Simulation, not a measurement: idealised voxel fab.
process module | voxel wiring stack
cross-section cut | 215 nm wide | cells 5 nm
A cross-section is a grid of square cells, given in bands from the top down. A band is one or more rows of cells.
Each band's line starts with the height of the band's top and of its bottom, in nm. Then come its materials from left to right, each with its width in nm. One material with "throughout" fills the band from edge to edge. "air" is empty space.
Height 0 is the level under which the wafer as received is all one material. The lowest band goes on downwards, as in "0 down".
A width such as "30 to 40" changes by the same amount from each row of cells to the next, from the band's top row to its bottom row.
"no change" after a step means that no cell of the cross-section changed.
closed voids: empty space of 8 cells or more with no open way to the top, each as width x height at its distance from the left edge, in nm
after a step's settings: what the simulator itself notes on the step
overlay nm, on a step with a mask: how far to the right of its planned place the mask lay; to the left if negative
Each pair below shows a cross-section before one step and the cross-section after it, down to the lowest band that changed. The line under each pair gives the step between them, with its settings. The pairs can come from different runs of this module on the same starting wafer, so a pair continues from the pair above only where its "before" says so.
before
  155 to 140: lowk 70 | air 25 | lowk 25 | air 25 | lowk 70
  140 to 125: lowk 70 | air 15 | lowk 130
  125 to 120: SiCN 70 | air 15 | SiCN 130
  120 to 115: SiCN 65 | Ru 35 | SiCN 15 | Ru 35 | SiCN 65
  115 to 95: SiO2 70 | TiN 5 | W 15 | TiN 5 | SiO2 25 | TiN 5 | W 15 | TiN 5 | SiO2 70
  95 to 90: SiCN 70 | TiN 25 | SiCN 25 | TiN 25 | SiCN 70
  90 to 80: lowk 70 | TiN 5 | Ru 5 | TiN 5 | lowk 35 | TiN 5 | Ru 5 | TiN 5 | lowk 80
  80 to 75: SiCN 70 | TiN 15 | SiCN 35 | TiN 15 | SiCN 80
  75 to 60: SiO2 80 | SiN 5 | Ru 10 | SiN 5 | SiO2 15 | SiN 5 | Ru 25 | SiN 5 | SiO2 65
  60 to 55: SiO2 65 | SiN 20 | Ru 10 | SiN 5 | SiO2 15 | SiN 5 | Ru 25 | SiN 5 | SiO2 65
  55 to 50: SiN 70 | Ru 15 | TiN 10 | SiN 25 | TiN 25 | SiN 70
  50 to 35: SiO2 70 | Ru 15 | SiO2 130
  35 to 30: SiCN 70 | TiN 15 | SiCN 130
  30 to 25: lowk throughout
  25 to 10: lowk 70 | Ru 25 | lowk 25 | Ru 25 | lowk 70
  10 to 0: SiO2 throughout
  0 down: Si throughout
  closed voids: none
after
  160 to 155: TiN 75 | air 15 | TiN 35 | air 15 | TiN 75
  155 to 145: lowk 70 | TiN 5 | air 15 | TiN 5 | lowk 25 | TiN 5 | air 15 | TiN 5 | lowk 70
  145 to 140: lowk 70 | TiN 5 | air 5 | TiN 15 | lowk 25 | TiN 25 | lowk 70
  140 to 125: lowk 70 | TiN 5 | air 5 | TiN 5 | lowk 130
  125 to 120: SiCN 70 | TiN 15 | SiCN 130
  below 120: unchanged
  closed voids: none
the step between: op CONFORMAL_DEP | material TiN | thk nm 5
before: the cross-section after the pair above
after
  165 to 160: Cu throughout
  160 to 155: TiN 75 | Cu 15 | TiN 35 | Cu 15 | TiN 75
  155 to 145: lowk 70 | TiN 5 | Cu 15 | TiN 5 | lowk 25 | TiN 5 | Cu 15 | TiN 5 | lowk 70
  145 to 140: lowk 70 | TiN 5 | Cu 5 | TiN 15 | lowk 25 | TiN 25 | lowk 70
  140 to 125: lowk 70 | TiN 5 | Cu 5 | TiN 5 | lowk 130
  below 125: unchanged
  closed voids: none
the step between: op FILL_DEP | material Cu | thk nm 5
before: the cross-section after the pair above
after
  155 to 145: lowk 70 | TiN 5 | Cu 15 | TiN 5 | lowk 25 | TiN 5 | Cu 15 | TiN 5 | lowk 70
  below 145: unchanged
  closed voids: none
the step between: op CMP | height nm 155
before: the cross-section after the pair above
after
  160 to 155: SiN throughout
  below 155: unchanged
  closed voids: none
the step between: op CONFORMAL_DEP | material SiN | thk nm 5
before
  165 to 155: aC 70 | air 25 | aC 25 | air 25 | aC 70
  155 to 140: lowk 70 | air 25 | lowk 25 | air 25 | lowk 70
  140 to 125: lowk 70 | air 15 | lowk 130
  125 to 120: SiCN throughout
  120 to 115: SiCN 65 | Ru 35 | SiCN 15 | Ru 35 | SiCN 65
  115 to 95: SiO2 70 | TiN 5 | W 15 | TiN 5 | SiO2 25 | TiN 5 | W 15 | TiN 5 | SiO2 70
  95 to 90: SiCN 70 | TiN 25 | SiCN 25 | TiN 25 | SiCN 70
  90 to 80: lowk 70 | TiN 5 | Ru 5 | TiN 5 | lowk 35 | TiN 5 | Ru 5 | TiN 5 | lowk 80
  80 to 75: SiCN 70 | TiN 15 | SiCN 35 | TiN 15 | SiCN 80
  75 to 55: SiO2 65 | SiN 5 | Ru 25 | SiN 5 | SiO2 15 | SiN 5 | Ru 25 | SiN 5 | SiO2 65
  55 to 50: SiN 70 | TiN 25 | SiN 25 | TiN 25 | SiN 70
  50 to 35: SiO2 70 | Ru 15 | SiO2 130
  35 to 30: SiCN 70 | Ru 15 | SiCN 130
  30 to 15: lowk 70 | Ru 25 | lowk 25 | Ru 25 | lowk 70
  15 to 10: lowk 70 | TiN 25 | lowk 25 | TiN 25 | lowk 70
  10 to 0: SiO2 throughout
  0 down: Si throughout
  closed voids: none
after
  165 to 155: aC 70 | air 25 | aC 25 | air 25 | aC 70
  155 to 125: lowk 70 | air 25 | lowk 25 | air 25 | lowk 70
  below 125: unchanged
  closed voids: none
the step between: op DIRECTIONAL_ETCH | etch materials lowk | depth nm 15
before: the cross-section after the pair above
after
  165 to 155: aC 70 | air 25 | aC 25 | air 25 | aC 70
  155 to 125: lowk 70 | air 25 | lowk 25 | air 25 | lowk 70
  125 to 120: SiCN 70 | air 25 | SiCN 25 | air 25 | SiCN 70
  below 120: unchanged
  closed voids: none
the step between: op DIRECTIONAL_ETCH | etch materials SiCN | depth nm 5
before: the cross-section after the pair above
after
  155 to 125: lowk 70 | air 25 | lowk 25 | air 25 | lowk 70
  below 125: unchanged
  closed voids: none
the step between: op STRIP | etch materials aC
before: the cross-section after the pair above
after
  160 to 155: TiN 75 | air 15 | TiN 35 | air 15 | TiN 75
  155 to 125: lowk 70 | TiN 5 | air 15 | TiN 5 | lowk 25 | TiN 5 | air 15 | TiN 5 | lowk 70
  125 to 120: SiCN 70 | TiN 25 | SiCN 25 | TiN 25 | SiCN 70
  below 120: unchanged
  closed voids: none
the step between: op CONFORMAL_DEP | material TiN | thk nm 5
before: the cross-section after the pair above
after
  165 to 160: Cu throughout
  160 to 155: TiN 75 | Cu 15 | TiN 35 | Cu 15 | TiN 75
  155 to 125: lowk 70 | TiN 5 | Cu 15 | TiN 5 | lowk 25 | TiN 5 | Cu 15 | TiN 5 | lowk 70
  below 125: unchanged
  closed voids: none
the step between: op FILL_DEP | material Cu | thk nm 5
before: the cross-section after the pair above
after
  155 to 125: lowk 70 | TiN 5 | Cu 15 | TiN 5 | lowk 25 | TiN 5 | Cu 15 | TiN 5 | lowk 70
  below 125: unchanged
  closed voids: none
the step between: op CMP | height nm 155
before: the cross-section after the pair above
after
  160 to 155: SiN throughout
  below 155: unchanged
  closed voids: none
the step between: op CONFORMAL_DEP | material SiN | thk nm 5
before
  90 to 80: lowk 70 | TiN 5 | Ru 5 | TiN 5 | lowk 35 | TiN 5 | Ru 5 | TiN 5 | lowk 80
  80 to 75: SiCN 70 | TiN 15 | SiCN 35 | TiN 15 | SiCN 80
  75 to 55: SiO2 65 | SiN 5 | Ru 25 | SiN 5 | SiO2 15 | SiN 5 | Ru 25 | SiN 5 | SiO2 65
  55 to 50: SiN 70 | TiN 25 | SiN 25 | TiN 25 | SiN 70
  50 to 35: SiO2 70 | Ru 15 | SiO2 130
  35 to 30: SiCN 70 | Ru 15 | SiCN 130
  30 to 15: lowk 70 | Ru 25 | lowk 25 | Ru 25 | lowk 70
  15 to 10: lowk 70 | TiN 25 | lowk 25 | TiN 25 | lowk 70
  10 to 0: SiO2 throughout
  0 down: Si throughout
  closed voids: none
after
  110 to 90: SiO2 throughout
  below 90: unchanged
  closed voids: none
the step between: op DIRECTIONAL_DEP | material SiO2 | thk nm 20
before: the cross-section after the pair above
after
  115 to 110: SiCN throughout
  below 110: unchanged
  closed voids: none
the step between: op CONFORMAL_DEP | material SiCN | thk nm 5
before: the cross-section after the pair above
after
  130 to 115: resist 70 | air 25 | resist 25 | air 25 | resist 70
  below 115: unchanged
  closed voids: none
the step between: op PATTERN | tone open | mask id METAL_3 | material resist | width nm 25 | pitch nm 50 | thk nm 15 | overlay nm 0
before: the cross-section after the pair above
after
  130 to 115: resist 70 | air 25 | resist 25 | air 25 | resist 70
  115 to 110: SiCN 70 | air 25 | SiCN 25 | air 25 | SiCN 70
  below 110: unchanged
  closed voids: none
the step between: op DIRECTIONAL_ETCH | etch materials SiCN | depth nm 5
before: the cross-section after the pair above
after
  115 to 110: SiCN 70 | air 25 | SiCN 25 | air 25 | SiCN 70
  below 110: unchanged
  closed voids: none
the step between: op STRIP | etch materials resist
before: the cross-section after the pair above
after
  120 to 115: TiN 75 | air 15 | TiN 35 | air 15 | TiN 75
  115 to 110: SiCN 70 | TiN 25 | SiCN 25 | TiN 25 | SiCN 70
  below 110: unchanged
  closed voids: none
the step between: op CONFORMAL_DEP | material TiN | thk nm 5
before: the cross-section after the pair above
after
  130 to 120: W throughout
  120 to 115: TiN 75 | W 15 | TiN 35 | W 15 | TiN 75
  below 115: unchanged
  closed voids: none
the step between: op FILL_DEP | material W | thk nm 10
before: the cross-section after the pair above
after
  115 to 110: SiCN 70 | TiN 25 | SiCN 25 | TiN 25 | SiCN 70
  below 110: unchanged
  closed voids: none
the step between: op CMP | height nm 115
before: the cross-section after the pair above
after
  120 to 115: air 65 | Ru 35 | air 15 | Ru 35 | air 65
  below 115: unchanged
  closed voids: none
the step between: op EPI | material Ru | thk nm 5
before: the cross-section after the pair above
after
  125 to 120: SiCN throughout
  120 to 115: SiCN 65 | Ru 35 | SiCN 15 | Ru 35 | SiCN 65
  below 115: unchanged
  closed voids: none
the step between: op FILL_DEP | material SiCN | thk nm 5
before: the cross-section after the pair above
after
  155 to 125: lowk throughout
  below 125: unchanged
  closed voids: none
the step between: op DIRECTIONAL_DEP | material lowk | thk nm 30
before: the cross-section after the pair above
after
  165 to 155: aC throughout
  below 155: unchanged
  closed voids: none
the step between: op DIRECTIONAL_DEP | material aC | thk nm 10
before: the cross-section after the pair above
after
  195 to 165: resist 70 | air 15 | resist 130
  below 165: unchanged
  closed voids: none
the step between: op PATTERN | tone open | mask id METAL_4_HOLES | material resist | width nm 15 | thk nm 30 | overlay nm 0
before: the cross-section after the pair above
after
  185 to 165: resist 70 | air 15 | resist 130
  165 to 155: aC 70 | air 15 | aC 130
  below 155: unchanged
  closed voids: none
the step between: op DIRECTIONAL_ETCH | etch materials aC | depth nm 10
before: the cross-section after the pair above
after
  165 to 155: aC 70 | air 15 | aC 130
  below 155: unchanged
  closed voids: none
the step between: op STRIP | etch materials resist
before: the cross-section after the pair above
after
  165 to 155: aC 70 | air 15 | aC 130
  155 to 125: lowk 70 | air 15 | lowk 130
  below 125: unchanged
  closed voids: none
the step between: op DIRECTIONAL_ETCH | etch materials lowk | depth nm 30
before: the cross-section after the pair above
after
  155 to 125: lowk 70 | air 15 | lowk 130
  below 125: unchanged
  closed voids: none
the step between: op STRIP | etch materials aC
before: the cross-section after the pair above
after
  165 to 155: aC 70 | air 15 | aC 130
  155 to 135: lowk 70 | air 15 | lowk 130
  135 to 125: lowk 70 | aC 15 | lowk 130
  below 125: unchanged
  closed voids: none
the step between: op DIRECTIONAL_DEP | material aC | thk nm 10
before: the cross-section after the pair above
after
  190 to 165: resist 70 | air 25 | resist 25 | air 25 | resist 70
  below 165: unchanged
  closed voids: none
the step between: op PATTERN | tone open | mask id METAL_4 | material resist | width nm 25 | pitch nm 50 | thk nm 25 | overlay nm 0
before: the cross-section after the pair above
after
  180 to 165: resist 70 | air 25 | resist 25 | air 25 | resist 70
  165 to 155: aC 70 | air 25 | aC 25 | air 25 | aC 70
  155 to 125: lowk 70 | air 15 | lowk 130
  below 125: unchanged
  closed voids: none
the step between: op DIRECTIONAL_ETCH | etch materials aC | depth nm 10
before: the cross-section after the pair above
after
  165 to 155: aC 70 | air 25 | aC 25 | air 25 | aC 70
  below 155: unchanged
  closed voids: none
the step between: op STRIP | etch materials resist
before: the cross-section after the pair above
after
  165 to 155: aC 70 | air 25 | aC 25 | air 25 | aC 70
  155 to 140: lowk 70 | air 25 | lowk 25 | air 25 | lowk 70
  below 140: unchanged
  closed voids: none
the step between: op DIRECTIONAL_ETCH | etch materials lowk | depth nm 15
before: the cross-section after the pair above
after
  165 to 155: aC 70 | air 25 | aC 25 | air 25 | aC 70
  155 to 140: lowk 70 | air 25 | lowk 25 | air 25 | lowk 70
  140 to 125: lowk 70 | air 15 | lowk 130
  125 to 120: SiCN 70 | air 15 | SiCN 130
  below 120: unchanged
  closed voids: none
the step between: op DIRECTIONAL_ETCH | etch materials SiCN | depth nm 5
before: the cross-section after the pair above
after
  155 to 140: lowk 70 | air 25 | lowk 25 | air 25 | lowk 70
  below 140: unchanged
  closed voids: none
the step between: op STRIP | etch materials aC
before: the cross-section after the pair above
after
  160 to 155: TiN 75 | air 15 | TiN 35 | air 15 | TiN 75
  155 to 145: lowk 70 | TiN 5 | air 15 | TiN 5 | lowk 25 | TiN 5 | air 15 | TiN 5 | lowk 70
  145 to 140: lowk 70 | TiN 5 | air 5 | TiN 15 | lowk 25 | TiN 25 | lowk 70
  140 to 125: lowk 70 | TiN 5 | air 5 | TiN 5 | lowk 130
  125 to 120: SiCN 70 | TiN 15 | SiCN 130
  below 120: unchanged
  closed voids: none
the step between: op CONFORMAL_DEP | material TiN | thk nm 5
before: the cross-section after the pair above
after
  165 to 160: Cu throughout
  160 to 155: TiN 75 | Cu 15 | TiN 35 | Cu 15 | TiN 75
  155 to 145: lowk 70 | TiN 5 | Cu 15 | TiN 5 | lowk 25 | TiN 5 | Cu 15 | TiN 5 | lowk 70
  145 to 140: lowk 70 | TiN 5 | Cu 5 | TiN 15 | lowk 25 | TiN 25 | lowk 70
  140 to 125: lowk 70 | TiN 5 | Cu 5 | TiN 5 | lowk 130
  below 125: unchanged
  closed voids: none
the step between: op FILL_DEP | material Cu | thk nm 5
before: the cross-section after the pair above
after
  155 to 145: lowk 70 | TiN 5 | Cu 15 | TiN 5 | lowk 25 | TiN 5 | Cu 15 | TiN 5 | lowk 70
  below 145: unchanged
  closed voids: none
the step between: op CMP | height nm 155
before: the cross-section after the pair above
after
  160 to 155: SiN throughout
  below 155: unchanged
  closed voids: none
the step between: op CONFORMAL_DEP | material SiN | thk nm 5
before
  85 to 80: SiO2 throughout
  80 to 75: SiO2 65 | SiN 35 | SiO2 15 | SiN 35 | SiO2 65
  75 to 55: SiO2 65 | SiN 5 | Ru 25 | SiN 5 | SiO2 15 | SiN 5 | Ru 25 | SiN 5 | SiO2 65
  55 to 50: SiN 70 | TiN 25 | SiN 25 | TiN 25 | SiN 70
  50 to 35: SiO2 70 | Ru 15 | SiO2 130
  35 to 30: SiCN 70 | Ru 15 | SiCN 130
  30 to 15: lowk 70 | Ru 25 | lowk 25 | Ru 25 | lowk 70
  15 to 10: lowk 70 | TiN 25 | lowk 25 | TiN 25 | lowk 70
  10 to 0: SiO2 throughout
  0 down: Si throughout
  closed voids: none
after
  70 to 55: SiO2 65 | SiN 5 | Ru 25 | SiN 5 | SiO2 15 | SiN 5 | Ru 25 | SiN 5 | SiO2 65
  below 55: unchanged
  closed voids: none
the step between: op CMP | height nm 70
before: the cross-section after the pair above
after
  75 to 70: SiCN throughout
  below 70: unchanged
  closed voids: none
the step between: op CONFORMAL_DEP | material SiCN | thk nm 5
before: the cross-section after the pair above
after
  85 to 75: lowk throughout
  below 75: unchanged
  closed voids: none
the step between: op DIRECTIONAL_DEP | material lowk | thk nm 10
before: the cross-section after the pair above
after
  85 to 75: lowk 70 | air 15 | lowk 35 | air 15 | lowk 80
  below 75: unchanged
  closed voids: none
the step between: op MASKED_ETCH | tone open | mask id PLUG_2 | width nm 15 | pitch nm 50 | etch materials lowk | depth nm 10 | overlay nm 0
before: the cross-section after the pair above
after
  85 to 75: lowk 70 | air 15 | lowk 35 | air 15 | lowk 80
  75 to 70: SiCN 70 | air 15 | SiCN 35 | air 15 | SiCN 80
  below 70: unchanged
  closed voids: none
the step between: op MASKED_ETCH | tone open | mask id PLUG_2 | width nm 15 | pitch nm 50 | etch materials SiCN | depth nm 5 | overlay nm 0
before: the cross-section after the pair above
after
  90 to 85: TiN 75 | air 5 | TiN 45 | air 5 | TiN 85
  85 to 75: lowk 70 | TiN 5 | air 5 | TiN 5 | lowk 35 | TiN 5 | air 5 | TiN 5 | lowk 80
  75 to 70: SiCN 70 | TiN 15 | SiCN 35 | TiN 15 | SiCN 80
  below 70: unchanged
  closed voids: none
the step between: op CONFORMAL_DEP | material TiN | thk nm 5
before: the cross-section after the pair above
after
  100 to 90: Ru throughout
  90 to 85: TiN 75 | Ru 5 | TiN 45 | Ru 5 | TiN 85
  85 to 75: lowk 70 | TiN 5 | Ru 5 | TiN 5 | lowk 35 | TiN 5 | Ru 5 | TiN 5 | lowk 80
  below 75: unchanged
  closed voids: none
the step between: op FILL_DEP | material Ru | thk nm 10
before: the cross-section after the pair above
after
  90 to 85: TiN 75 | Ru 5 | TiN 45 | Ru 5 | TiN 85
  below 85: unchanged
  closed voids: none
the step between: op CMP | height nm 90
before: the cross-section after the pair above
after
  95 to 90: SiCN throughout
  below 90: unchanged
  closed voids: none
the step between: op CONFORMAL_DEP | material SiCN | thk nm 5
before: the cross-section after the pair above
after
  115 to 95: SiO2 throughout
  below 95: unchanged
  closed voids: none
the step between: op DIRECTIONAL_DEP | material SiO2 | thk nm 20
before: the cross-section after the pair above
after
  130 to 115: resist 70 | air 25 | resist 25 | air 25 | resist 70
  below 115: unchanged
  closed voids: none
the step between: op PATTERN | tone open | mask id METAL_3 | material resist | width nm 25 | pitch nm 50 | thk nm 15 | overlay nm 0
before: the cross-section after the pair above
after
  130 to 115: resist 70 | air 25 | resist 25 | air 25 | resist 70
  115 to 95: SiO2 70 | air 25 | SiO2 25 | air 25 | SiO2 70
  below 95: unchanged
  closed voids: none
the step between: op DIRECTIONAL_ETCH | etch materials SiO2 | depth nm 20
before: the cross-section after the pair above
after
  130 to 115: resist 70 | air 25 | resist 25 | air 25 | resist 70
  115 to 95: SiO2 70 | air 25 | SiO2 25 | air 25 | SiO2 70
  95 to 90: SiCN 70 | air 25 | SiCN 25 | air 25 | SiCN 70
  below 90: unchanged
  closed voids: none
the step between: op DIRECTIONAL_ETCH | etch materials SiCN | depth nm 5
before: the cross-section after the pair above
after
  115 to 95: SiO2 70 | air 25 | SiO2 25 | air 25 | SiO2 70
  below 95: unchanged
  closed voids: none
the step between: op STRIP | etch materials resist
before: the cross-section after the pair above
after
  120 to 115: TiN 75 | air 15 | TiN 35 | air 15 | TiN 75
  115 to 95: SiO2 70 | TiN 5 | air 15 | TiN 5 | SiO2 25 | TiN 5 | air 15 | TiN 5 | SiO2 70
  95 to 90: SiCN 70 | TiN 25 | SiCN 25 | TiN 25 | SiCN 70
  below 90: unchanged
  closed voids: none
the step between: op CONFORMAL_DEP | material TiN | thk nm 5
before: the cross-section after the pair above
after
  130 to 120: W throughout
  120 to 115: TiN 75 | W 15 | TiN 35 | W 15 | TiN 75
  115 to 95: SiO2 70 | TiN 5 | W 15 | TiN 5 | SiO2 25 | TiN 5 | W 15 | TiN 5 | SiO2 70
  below 95: unchanged
  closed voids: none
the step between: op FILL_DEP | material W | thk nm 10
before: the cross-section after the pair above
after
  115 to 95: SiO2 70 | TiN 5 | W 15 | TiN 5 | SiO2 25 | TiN 5 | W 15 | TiN 5 | SiO2 70
  below 95: unchanged
  closed voids: none
the step between: op CMP | height nm 115
before: the cross-section after the pair above
after
  120 to 115: air 65 | Ru 35 | air 15 | Ru 35 | air 65
  below 115: unchanged
  closed voids: none
the step between: op EPI | material Ru | thk nm 5
before: the cross-section after the pair above
after
  125 to 120: SiCN throughout
  120 to 115: SiCN 65 | Ru 35 | SiCN 15 | Ru 35 | SiCN 65
  below 115: unchanged
  closed voids: none
the step between: op FILL_DEP | material SiCN | thk nm 5
before: the cross-section after the pair above
after
  155 to 125: lowk throughout
  below 125: unchanged
  closed voids: none
the step between: op DIRECTIONAL_DEP | material lowk | thk nm 30
before: the cross-section after the pair above
after
  165 to 155: aC throughout
  below 155: unchanged
  closed voids: none
the step between: op DIRECTIONAL_DEP | material aC | thk nm 10
before: the cross-section after the pair above
after
  195 to 165: resist 70 | air 15 | resist 130
  below 165: unchanged
  closed voids: none
the step between: op PATTERN | tone open | mask id METAL_4_HOLES | material resist | width nm 15 | thk nm 30 | overlay nm 0
before: the cross-section after the pair above
after
  185 to 165: resist 70 | air 15 | resist 130
  165 to 155: aC 70 | air 15 | aC 130
  below 155: unchanged
  closed voids: none
the step between: op DIRECTIONAL_ETCH | etch materials aC | depth nm 10
before: the cross-section after the pair above
after
  165 to 155: aC 70 | air 15 | aC 130
  below 155: unchanged
  closed voids: none
the step between: op STRIP | etch materials resist
before: the cross-section after the pair above
after
  165 to 155: aC 70 | air 15 | aC 130
  155 to 125: lowk 70 | air 15 | lowk 130
  below 125: unchanged
  closed voids: none
the step between: op DIRECTIONAL_ETCH | etch materials lowk | depth nm 30
before: the cross-section after the pair above
after
  155 to 125: lowk 70 | air 15 | lowk 130
  below 125: unchanged
  closed voids: none
the step between: op STRIP | etch materials aC
before: the cross-section after the pair above
after
  165 to 155: aC 70 | air 15 | aC 130
  155 to 135: lowk 70 | air 15 | lowk 130
  135 to 125: lowk 70 | aC 15 | lowk 130
  below 125: unchanged
  closed voids: none
the step between: op DIRECTIONAL_DEP | material aC | thk nm 10
before: the cross-section after the pair above
after
  190 to 165: resist 70 | air 25 | resist 25 | air 25 | resist 70
  below 165: unchanged
  closed voids: none
the step between: op PATTERN | tone open | mask id METAL_4 | material resist | width nm 25 | pitch nm 50 | thk nm 25 | overlay nm 0
before: the cross-section after the pair above
after
  180 to 165: resist 70 | air 25 | resist 25 | air 25 | resist 70
  165 to 155: aC 70 | air 25 | aC 25 | air 25 | aC 70
  155 to 125: lowk 70 | air 15 | lowk 130
  below 125: unchanged
  closed voids: none
the step between: op DIRECTIONAL_ETCH | etch materials aC | depth nm 10
before: the cross-section after the pair above
after
  165 to 155: aC 70 | air 25 | aC 25 | air 25 | aC 70
  below 155: unchanged
  closed voids: none
the step between: op STRIP | etch materials resist
before: the cross-section after the pair above
after
  165 to 155: aC 70 | air 25 | aC 25 | air 25 | aC 70
  155 to 140: lowk 70 | air 25 | lowk 25 | air 25 | lowk 70
  below 140: unchanged
  closed voids: none
the step between: op DIRECTIONAL_ETCH | etch materials lowk | depth nm 15
before: the cross-section after the pair above
after
  165 to 155: aC 70 | air 25 | aC 25 | air 25 | aC 70
  155 to 140: lowk 70 | air 25 | lowk 25 | air 25 | lowk 70
  140 to 125: lowk 70 | air 15 | lowk 130
  125 to 120: SiCN 70 | air 15 | SiCN 130
  below 120: unchanged
  closed voids: none
the step between: op DIRECTIONAL_ETCH | etch materials SiCN | depth nm 5
before: the cross-section after the pair above
after
  155 to 140: lowk 70 | air 25 | lowk 25 | air 25 | lowk 70
  below 140: unchanged
  closed voids: none
the step between: op STRIP | etch materials aC
before: the cross-section after the pair above
after
  160 to 155: TiN 75 | air 15 | TiN 35 | air 15 | TiN 75
  155 to 145: lowk 70 | TiN 5 | air 15 | TiN 5 | lowk 25 | TiN 5 | air 15 | TiN 5 | lowk 70
  145 to 140: lowk 70 | TiN 5 | air 5 | TiN 15 | lowk 25 | TiN 25 | lowk 70
  140 to 125: lowk 70 | TiN 5 | air 5 | TiN 5 | lowk 130
  125 to 120: SiCN 70 | TiN 15 | SiCN 130
  below 120: unchanged
  closed voids: none
the step between: op CONFORMAL_DEP | material TiN | thk nm 5
before: the cross-section after the pair above
after
  165 to 160: Cu throughout
  160 to 155: TiN 75 | Cu 15 | TiN 35 | Cu 15 | TiN 75
  155 to 145: lowk 70 | TiN 5 | Cu 15 | TiN 5 | lowk 25 | TiN 5 | Cu 15 | TiN 5 | lowk 70
  145 to 140: lowk 70 | TiN 5 | Cu 5 | TiN 15 | lowk 25 | TiN 25 | lowk 70
  140 to 125: lowk 70 | TiN 5 | Cu 5 | TiN 5 | lowk 130
  below 125: unchanged
  closed voids: none
the step between: op FILL_DEP | material Cu | thk nm 5
before: the cross-section after the pair above
after
  155 to 145: lowk 70 | TiN 5 | Cu 15 | TiN 5 | lowk 25 | TiN 5 | Cu 15 | TiN 5 | lowk 70
  below 145: unchanged
  closed voids: none
the step between: op CMP | height nm 155
before: the cross-section after the pair above
after
  160 to 155: SiN throughout
  below 155: unchanged
  closed voids: none
the step between: op CONFORMAL_DEP | material SiN | thk nm 5
before
  30 to 15: Ru throughout
  15 to 10: TiN throughout
  10 to 0: SiO2 throughout
  0 down: Si throughout
  closed voids: none
after
  30 to 15: air 65 | Ru 35 | air 15 | Ru 35 | air 65
  below 15: unchanged
  closed voids: none
the step between: op MASKED_ETCH | tone cover | mask id METAL_1 | width nm 35 | pitch nm 50 | etch materials Ru | depth nm 15 | overlay nm 0
before: the cross-section after the pair above
after
  30 to 15: air 65 | Ru 35 | air 15 | Ru 35 | air 65
  15 to 10: air 65 | TiN 35 | air 15 | TiN 35 | air 65
  below 10: unchanged
  closed voids: none
the step between: op MASKED_ETCH | tone cover | mask id METAL_1 | width nm 25 | pitch nm 50 | etch materials TiN | depth nm 5 | overlay nm 0
before: the cross-section after the pair above
after
  35 to 30: lowk throughout
  30 to 15: lowk 65 | Ru 35 | lowk 15 | Ru 35 | lowk 65
  15 to 10: lowk 65 | TiN 35 | lowk 15 | TiN 35 | lowk 65
  below 10: unchanged
  closed voids: none
the step between: op FILL_DEP | material lowk | thk nm 5
before: the cross-section after the pair above
after
  30 to 15: lowk 65 | Ru 35 | lowk 15 | Ru 35 | lowk 65
  below 15: unchanged
  closed voids: none
the step between: op CMP | height nm 30
before: the cross-section after the pair above
after
  35 to 30: SiCN throughout
  below 30: unchanged
  closed voids: none
the step between: op CONFORMAL_DEP | material SiCN | thk nm 5
before: the cross-section after the pair above
after
  50 to 35: SiO2 throughout
  below 35: unchanged
  closed voids: none
the step between: op DIRECTIONAL_DEP | material SiO2 | thk nm 15
before: the cross-section after the pair above
after
  65 to 50: resist 70 | air 15 | resist 130
  below 50: unchanged
  closed voids: none
the step between: op PATTERN | tone open | mask id PLUG_1 | material resist | width nm 15 | thk nm 15 | overlay nm 0
before: the cross-section after the pair above
after
  65 to 50: resist 70 | air 15 | resist 130
  50 to 35: SiO2 70 | air 15 | SiO2 130
  below 35: unchanged
  closed voids: none
the step between: op DIRECTIONAL_ETCH | etch materials SiO2 | depth nm 15
before: the cross-section after the pair above
after
  65 to 50: resist 70 | air 15 | resist 130
  50 to 35: SiO2 70 | air 15 | SiO2 130
  35 to 30: SiCN 70 | air 15 | SiCN 130
  below 30: unchanged
  closed voids: none
the step between: op DIRECTIONAL_ETCH | etch materials SiCN | depth nm 5
before: the cross-section after the pair above
after
  50 to 35: SiO2 70 | air 15 | SiO2 130
  below 35: unchanged
  closed voids: none
the step between: op STRIP | etch materials resist
before: the cross-section after the pair above
after
  50 to 40: SiO2 70 | air 15 | SiO2 130
  40 to 35: SiO2 70 | Ru 15 | SiO2 130
  35 to 30: SiCN 70 | Ru 15 | SiCN 130
  below 30: unchanged
  closed voids: none
the step between: op EPI | material Ru | thk nm 10
before: the cross-section after the pair above
after
  50 to 35: SiO2 70 | Ru 15 | SiO2 130
  below 35: unchanged
  closed voids: none
the step between: op EPI | material Ru | thk nm 10
before: the cross-section after the pair above
after
  55 to 50: TiN throughout
  below 50: unchanged
  closed voids: none
the step between: op DIRECTIONAL_DEP | material TiN | thk nm 5
before: the cross-section after the pair above
after
  75 to 55: Ru throughout
  below 55: unchanged
  closed voids: none
the step between: op DIRECTIONAL_DEP | material Ru | thk nm 20
before: the cross-section after the pair above
after
  90 to 75: aC throughout
  below 75: unchanged
  closed voids: none
the step between: op DIRECTIONAL_DEP | material aC | thk nm 15
before: the cross-section after the pair above
after
  125 to 90: air 70 | resist 25 | air 25 | resist 25 | air 70
  below 90: unchanged
  closed voids: none
the step between: op PATTERN | tone cover | mask id METAL_2 | material resist | width nm 25 | pitch nm 50 | thk nm 35 | overlay nm 0
before: the cross-section after the pair above
after
  110 to 90: air 70 | resist 25 | air 25 | resist 25 | air 70
  90 to 75: air 70 | aC 25 | air 25 | aC 25 | air 70
  below 75: unchanged
  closed voids: none
the step between: op DIRECTIONAL_ETCH | etch materials aC | depth nm 15
before: the cross-section after the pair above
after
  90 to 75: air 70 | aC 25 | air 25 | aC 25 | air 70
  below 75: unchanged
  closed voids: none
the step between: op STRIP | etch materials resist
before: the cross-section after the pair above
after
  90 to 75: air 70 | aC 25 | air 25 | aC 25 | air 70
  75 to 55: air 70 | Ru 25 | air 25 | Ru 25 | air 70
  below 55: unchanged
  closed voids: none
the step between: op DIRECTIONAL_ETCH | etch materials Ru | depth nm 20
before: the cross-section after the pair above
after
  90 to 75: air 70 | aC 25 | air 25 | aC 25 | air 70
  75 to 55: air 70 | Ru 25 | air 25 | Ru 25 | air 70
  55 to 50: air 70 | TiN 25 | air 25 | TiN 25 | air 70
  below 50: unchanged
  closed voids: none
the step between: op DIRECTIONAL_ETCH | etch materials TiN | depth nm 5
before: the cross-section after the pair above
after
  75 to 55: air 70 | Ru 25 | air 25 | Ru 25 | air 70
  below 55: unchanged
  closed voids: none
the step between: op STRIP | etch materials aC
before: the cross-section after the pair above
after
  80 to 75: air 65 | SiN 35 | air 15 | SiN 35 | air 65
  75 to 55: air 65 | SiN 5 | Ru 25 | SiN 5 | air 15 | SiN 5 | Ru 25 | SiN 5 | air 65
  55 to 50: SiN 70 | TiN 25 | SiN 25 | TiN 25 | SiN 70
  below 50: unchanged
  closed voids: none
the step between: op CONFORMAL_DEP | material SiN | thk nm 5
before: the cross-section after the pair above
after
  85 to 80: SiO2 throughout
  80 to 75: SiO2 65 | SiN 35 | SiO2 15 | SiN 35 | SiO2 65
  75 to 55: SiO2 65 | SiN 5 | Ru 25 | SiN 5 | SiO2 15 | SiN 5 | Ru 25 | SiN 5 | SiO2 65
  below 55: unchanged
  closed voids: none
the step between: op FILL_DEP | material SiO2 | thk nm 5
